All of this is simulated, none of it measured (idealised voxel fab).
process module | voxel gate over fins
cross-section cut | 265 nm wide | cells 5 nm
A cross-section is a grid of square cells, given in bands from the top down. A band is one or more rows of cells.
Each band's line starts with the height of the band's top and of its bottom, in nm. Then come its materials from left to right, each with its width in nm. One material with "throughout" fills the band from edge to edge. "air" is empty space.
Height 0 is the level under which the wafer as received is all one material. The lowest band goes on downwards, as in "0 down".
A width such as "30 to 40" changes by the same amount from each row of cells to the next, from the band's top row to its bottom row.
"no change" after a step means that no cell of the cross-section changed.
closed voids: empty space of 8 cells or more with no open way to the top, each as width x height at its distance from the left edge, in nm
after a step's settings: what the simulator itself notes on the step
overlay nm, on a step with a mask: how far to the right of its planned place the mask lay; to the left if negative
plan
1 op RECEIVE | material Si
2 op CONFORMAL_DEP | material SiN | thk nm 10
3 op DIRECTIONAL_DEP | material aC | thk nm 10
4 op PATTERN | tone cover | mask id FINS | material resist | width nm 15 | pitch nm 50 | thk nm 25 | overlay nm 0
5 op DIRECTIONAL_ETCH | etch materials aC | depth nm 10
6 op STRIP | etch materials resist
7 op DIRECTIONAL_ETCH | etch materials SiN | depth nm 10
8 op DIRECTIONAL_ETCH | etch materials Si | depth nm 30
9 op STRIP | etch materials aC
10 op FILL_DEP | material SiO2 | thk nm 15
11 op CMP | height nm 10
12 op PATTERN | tone open | mask id RAIL | material resist | width nm 15 | thk nm 20 | overlay nm 0
13 op DIRECTIONAL_ETCH | etch materials SiO2 | depth nm 35
14 op STRIP | etch materials resist
15 op CONFORMAL_DEP | material TiN | thk nm 5
16 op FILL_DEP | material Ru | thk nm 5
17 op CMP | height nm 10
18 op SELECTIVE_ETCH | etch materials W Ru TiN | depth nm 25
19 op FILL_DEP | material SiO2 | thk nm 5
20 op CMP | height nm 10
21 op SELECTIVE_ETCH | etch materials SiO2 | depth nm 20
22 op STRIP | etch materials SiN
23 op CONFORMAL_DEP | material HfO2 | thk nm 5
24 op CONFORMAL_DEP | material TiN | thk nm 5
25 op CONFORMAL_DEP | material TiAl | thk nm 5
26 op CONFORMAL_DEP | material TiN | thk nm 5
27 op FILL_DEP | material W | thk nm 10
28 op CMP | height nm 25
29 op CONFORMAL_DEP | material SiN | thk nm 5
first wafer, as planned
as received, after step 1
  0 down: Si throughout
  closed voids: none
after step 2
  10 to 0: SiN throughout
  below 0: unchanged
after step 3
  20 to 10: aC throughout
  below 10: unchanged
after step 4
  45 to 20: air 75 | resist 15 | air 35 | resist 15 | air 35 | resist 15 | air 75
  below 20: unchanged
after step 5
  35 to 20: air 75 | resist 15 | air 35 | resist 15 | air 35 | resist 15 | air 75
  20 to 10: air 75 | aC 15 | air 35 | aC 15 | air 35 | aC 15 | air 75
  below 10: unchanged
after step 6
  20 to 10: air 75 | aC 15 | air 35 | aC 15 | air 35 | aC 15 | air 75
  below 10: unchanged
after step 7
  20 to 10: air 75 | aC 15 | air 35 | aC 15 | air 35 | aC 15 | air 75
  10 to 0: air 75 | SiN 15 | air 35 | SiN 15 | air 35 | SiN 15 | air 75
  below 0: unchanged
after step 8
  20 to 10: air 75 | aC 15 | air 35 | aC 15 | air 35 | aC 15 | air 75
  10 to 0: air 75 | SiN 15 | air 35 | SiN 15 | air 35 | SiN 15 | air 75
  0 to -30: air 75 | Si 15 | air 35 | Si 15 | air 35 | Si 15 | air 75
  below -30: unchanged
after step 9
  10 to 0: air 75 | SiN 15 | air 35 | SiN 15 | air 35 | SiN 15 | air 75
  below 0: unchanged
after step 10
  25 to 10: SiO2 throughout
  10 to 0: SiO2 75 | SiN 15 | SiO2 35 | SiN 15 | SiO2 35 | SiN 15 | SiO2 75
  0 to -30: SiO2 75 | Si 15 | SiO2 35 | Si 15 | SiO2 35 | Si 15 | SiO2 75
  below -30: unchanged
after step 11
  10 to 0: SiO2 75 | SiN 15 | SiO2 35 | SiN 15 | SiO2 35 | SiN 15 | SiO2 75
  below 0: unchanged
after step 12
  30 to 10: resist 100 | air 15 | resist 150
  below 10: unchanged
after step 13
  30 to 10: resist 100 | air 15 | resist 150
  10 to 0: SiO2 75 | SiN 15 | SiO2 10 | air 15 | SiO2 10 | SiN 15 | SiO2 35 | SiN 15 | SiO2 75
  0 to -25: SiO2 75 | Si 15 | SiO2 10 | air 15 | SiO2 10 | Si 15 | SiO2 35 | Si 15 | SiO2 75
  below -25: unchanged
after step 14
  10 to 0: SiO2 75 | SiN 15 | SiO2 10 | air 15 | SiO2 10 | SiN 15 | SiO2 35 | SiN 15 | SiO2 75
  below 0: unchanged
after step 15
  15 to 10: TiN 105 | air 5 | TiN 155
  10 to 0: SiO2 75 | SiN 15 | SiO2 10 | TiN 5 | air 5 | TiN 5 | SiO2 10 | SiN 15 | SiO2 35 | SiN 15 | SiO2 75
  0 to -20: SiO2 75 | Si 15 | SiO2 10 | TiN 5 | air 5 | TiN 5 | SiO2 10 | Si 15 | SiO2 35 | Si 15 | SiO2 75
  -20 to -25: SiO2 75 | Si 15 | SiO2 10 | TiN 15 | SiO2 10 | Si 15 | SiO2 35 | Si 15 | SiO2 75
  below -25: unchanged
after step 16
  20 to 15: Ru throughout
  15 to 10: TiN 105 | Ru 5 | TiN 155
  10 to 0: SiO2 75 | SiN 15 | SiO2 10 | TiN 5 | Ru 5 | TiN 5 | SiO2 10 | SiN 15 | SiO2 35 | SiN 15 | SiO2 75
  0 to -20: SiO2 75 | Si 15 | SiO2 10 | TiN 5 | Ru 5 | TiN 5 | SiO2 10 | Si 15 | SiO2 35 | Si 15 | SiO2 75
  below -20: unchanged
after step 17
  10 to 0: SiO2 75 | SiN 15 | SiO2 10 | TiN 5 | Ru 5 | TiN 5 | SiO2 10 | SiN 15 | SiO2 35 | SiN 15 | SiO2 75
  below 0: unchanged
after step 18
  10 to 0: SiO2 75 | SiN 15 | SiO2 10 | air 15 | SiO2 10 | SiN 15 | SiO2 35 | SiN 15 | SiO2 75
  0 to -15: SiO2 75 | Si 15 | SiO2 10 | air 15 | SiO2 10 | Si 15 | SiO2 35 | Si 15 | SiO2 75
  below -15: unchanged
after step 19
  15 to 10: SiO2 throughout
  10 to 0: SiO2 75 | SiN 15 | SiO2 35 | SiN 15 | SiO2 35 | SiN 15 | SiO2 75
  0 to -15: SiO2 75 | Si 15 | SiO2 35 | Si 15 | SiO2 35 | Si 15 | SiO2 75
  below -15: unchanged
after step 20
  10 to 0: SiO2 75 | SiN 15 | SiO2 35 | SiN 15 | SiO2 35 | SiN 15 | SiO2 75
  below 0: unchanged
after step 21
  10 to 0: air 75 | SiN 15 | air 35 | SiN 15 | air 35 | SiN 15 | air 75
  0 to -10: air 75 | Si 15 | air 35 | Si 15 | air 35 | Si 15 | air 75
  below -10: unchanged
after step 22
  0 to -10: air 75 | Si 15 | air 35 | Si 15 | air 35 | Si 15 | air 75
  below -10: unchanged
after step 23
  5 to 0: air 70 | HfO2 25 | air 25 | HfO2 25 | air 25 | HfO2 25 | air 70
  0 to -5: air 70 | HfO2 5 | Si 15 | HfO2 5 | air 25 | HfO2 5 | Si 15 | HfO2 5 | air 25 | HfO2 5 | Si 15 | HfO2 5 | air 70
  -5 to -10: HfO2 75 | Si 15 | HfO2 35 | Si 15 | HfO2 35 | Si 15 | HfO2 75
  below -10: unchanged
after step 24
  10 to 5: air 65 | TiN 35 | air 15 | TiN 35 | air 15 | TiN 35 | air 65
  5 to 0: air 65 | TiN 5 | HfO2 25 | TiN 5 | air 15 | TiN 5 | HfO2 25 | TiN 5 | air 15 | TiN 5 | HfO2 25 | TiN 5 | air 65
  0 to -5: TiN 70 | HfO2 5 | Si 15 | HfO2 5 | TiN 25 | HfO2 5 | Si 15 | HfO2 5 | TiN 25 | HfO2 5 | Si 15 | HfO2 5 | TiN 70
  below -5: unchanged
after step 25
  15 to 10: air 60 | TiAl 45 | air 5 | TiAl 45 | air 5 | TiAl 45 | air 60
  10 to 5: air 60 | TiAl 5 | TiN 35 | TiAl 5 | air 5 | TiAl 5 | TiN 35 | TiAl 5 | air 5 | TiAl 5 | TiN 35 | TiAl 5 | air 60
  5 to 0: TiAl 65 | TiN 5 | HfO2 25 | TiN 5 | TiAl 15 | TiN 5 | HfO2 25 | TiN 5 | TiAl 15 | TiN 5 | HfO2 25 | TiN 5 | TiAl 65
  below 0: unchanged
after step 26
  20 to 15: air 55 | TiN 155 | air 55
  15 to 10: air 55 | TiN 5 | TiAl 45 | TiN 5 | TiAl 45 | TiN 5 | TiAl 45 | TiN 5 | air 55
  10 to 5: TiN 60 | TiAl 5 | TiN 35 | TiAl 5 | TiN 5 | TiAl 5 | TiN 35 | TiAl 5 | TiN 5 | TiAl 5 | TiN 35 | TiAl 5 | TiN 60
  below 5: unchanged
after step 27
  30 to 20: W throughout
  20 to 15: W 55 | TiN 155 | W 55
  15 to 10: W 55 | TiN 5 | TiAl 45 | TiN 5 | TiAl 45 | TiN 5 | TiAl 45 | TiN 5 | W 55
  below 10: unchanged
after step 28
  25 to 20: W throughout
  below 20: unchanged
after step 29
  30 to 25: SiN throughout
  below 25: unchanged
second wafer: like start, like plan, one mistake. Through step 11 it matches the first wafer
when step 12 should have ended
  30 to 10: resist 100 | air 20 | resist 145
  below 10: unchanged
when step 13 should have ended
  30 to 10: resist 100 | air 20 | resist 145
  10 to 0: SiO2 75 | SiN 15 | SiO2 10 | air 20 | SiO2 5 | SiN 15 | SiO2 35 | SiN 15 | SiO2 75
  0 to -25: SiO2 75 | Si 15 | SiO2 10 | air 20 | SiO2 5 | Si 15 | SiO2 35 | Si 15 | SiO2 75
  below -25: unchanged
when step 14 should have ended
  10 to 0: SiO2 75 | SiN 15 | SiO2 10 | air 20 | SiO2 5 | SiN 15 | SiO2 35 | SiN 15 | SiO2 75
  below 0: unchanged
when step 15 should have ended
  15 to 10: TiN 105 | air 10 | TiN 150
  10 to 0: SiO2 75 | SiN 15 | SiO2 10 | TiN 5 | air 10 | TiN 5 | SiO2 5 | SiN 15 | SiO2 35 | SiN 15 | SiO2 75
  0 to -20: SiO2 75 | Si 15 | SiO2 10 | TiN 5 | air 10 | TiN 5 | SiO2 5 | Si 15 | SiO2 35 | Si 15 | SiO2 75
  -20 to -25: SiO2 75 | Si 15 | SiO2 10 | TiN 20 | SiO2 5 | Si 15 | SiO2 35 | Si 15 | SiO2 75
  below -25: unchanged
when step 16 should have ended
  20 to 15: Ru throughout
  15 to 10: TiN 105 | Ru 10 | TiN 150
  10 to 0: SiO2 75 | SiN 15 | SiO2 10 | TiN 5 | Ru 10 | TiN 5 | SiO2 5 | SiN 15 | SiO2 35 | SiN 15 | SiO2 75
  0 to -20: SiO2 75 | Si 15 | SiO2 10 | TiN 5 | Ru 10 | TiN 5 | SiO2 5 | Si 15 | SiO2 35 | Si 15 | SiO2 75
  below -20: unchanged
when step 17 should have ended
  10 to 0: SiO2 75 | SiN 15 | SiO2 10 | TiN 5 | Ru 10 | TiN 5 | SiO2 5 | SiN 15 | SiO2 35 | SiN 15 | SiO2 75
  below 0: unchanged
when step 18 should have ended
  10 to 0: SiO2 75 | SiN 15 | SiO2 10 | air 20 | SiO2 5 | SiN 15 | SiO2 35 | SiN 15 | SiO2 75
  0 to -15: SiO2 75 | Si 15 | SiO2 10 | air 20 | SiO2 5 | Si 15 | SiO2 35 | Si 15 | SiO2 75
  below -15: unchanged
when step 19 should have ended
  15 to 10: SiO2 throughout
  10 to 0: SiO2 75 | SiN 15 | SiO2 35 | SiN 15 | SiO2 35 | SiN 15 | SiO2 75
  0 to -15: SiO2 75 | Si 15 | SiO2 35 | Si 15 | SiO2 35 | Si 15 | SiO2 75
  below -15: unchanged
when step 20 should have ended
  10 to 0: SiO2 75 | SiN 15 | SiO2 35 | SiN 15 | SiO2 35 | SiN 15 | SiO2 75
  below 0: unchanged
when step 21 should have ended
  10 to 0: air 75 | SiN 15 | air 35 | SiN 15 | air 35 | SiN 15 | air 75
  0 to -10: air 75 | Si 15 | air 35 | Si 15 | air 35 | Si 15 | air 75
  below -10: unchanged
when step 22 should have ended
  0 to -10: air 75 | Si 15 | air 35 | Si 15 | air 35 | Si 15 | air 75
  below -10: unchanged
when step 23 should have ended
  5 to 0: air 70 | HfO2 25 | air 25 | HfO2 25 | air 25 | HfO2 25 | air 70
  0 to -5: air 70 | HfO2 5 | Si 15 | HfO2 5 | air 25 | HfO2 5 | Si 15 | HfO2 5 | air 25 | HfO2 5 | Si 15 | HfO2 5 | air 70
  -5 to -10: HfO2 75 | Si 15 | HfO2 35 | Si 15 | HfO2 35 | Si 15 | HfO2 75
  below -10: unchanged
when step 24 should have ended
  10 to 5: air 65 | TiN 35 | air 15 | TiN 35 | air 15 | TiN 35 | air 65
  5 to 0: air 65 | TiN 5 | HfO2 25 | TiN 5 | air 15 | TiN 5 | HfO2 25 | TiN 5 | air 15 | TiN 5 | HfO2 25 | TiN 5 | air 65
  0 to -5: TiN 70 | HfO2 5 | Si 15 | HfO2 5 | TiN 25 | HfO2 5 | Si 15 | HfO2 5 | TiN 25 | HfO2 5 | Si 15 | HfO2 5 | TiN 70
  below -5: unchanged
when step 25 should have ended
  15 to 10: air 60 | TiAl 45 | air 5 | TiAl 45 | air 5 | TiAl 45 | air 60
  10 to 5: air 60 | TiAl 5 | TiN 35 | TiAl 5 | air 5 | TiAl 5 | TiN 35 | TiAl 5 | air 5 | TiAl 5 | TiN 35 | TiAl 5 | air 60
  5 to 0: TiAl 65 | TiN 5 | HfO2 25 | TiN 5 | TiAl 15 | TiN 5 | HfO2 25 | TiN 5 | TiAl 15 | TiN 5 | HfO2 25 | TiN 5 | TiAl 65
  below 0: unchanged
when step 26 should have ended
  20 to 15: air 55 | TiN 155 | air 55
  15 to 10: air 55 | TiN 5 | TiAl 45 | TiN 5 | TiAl 45 | TiN 5 | TiAl 45 | TiN 5 | air 55
  10 to 5: TiN 60 | TiAl 5 | TiN 35 | TiAl 5 | TiN 5 | TiAl 5 | TiN 35 | TiAl 5 | TiN 5 | TiAl 5 | TiN 35 | TiAl 5 | TiN 60
  below 5: unchanged
when step 27 should have ended
  30 to 20: W throughout
  20 to 15: W 55 | TiN 155 | W 55
  15 to 10: W 55 | TiN 5 | TiAl 45 | TiN 5 | TiAl 45 | TiN 5 | TiAl 45 | TiN 5 | W 55
  below 10: unchanged
when step 28 should have ended
  25 to 20: W throughout
  below 20: unchanged
when step 29 should have ended
  30 to 25: SiN throughout
  below 25: unchanged
what went wrong: step 12 ran as: op PATTERN | tone open | mask id RAIL | material resist | width nm 20 | thk nm 20 | overlay nm 0
at the end the second wafer has, in cells: 1 more of Ru | 2 fewer of SiO2 | 1 more of TiN
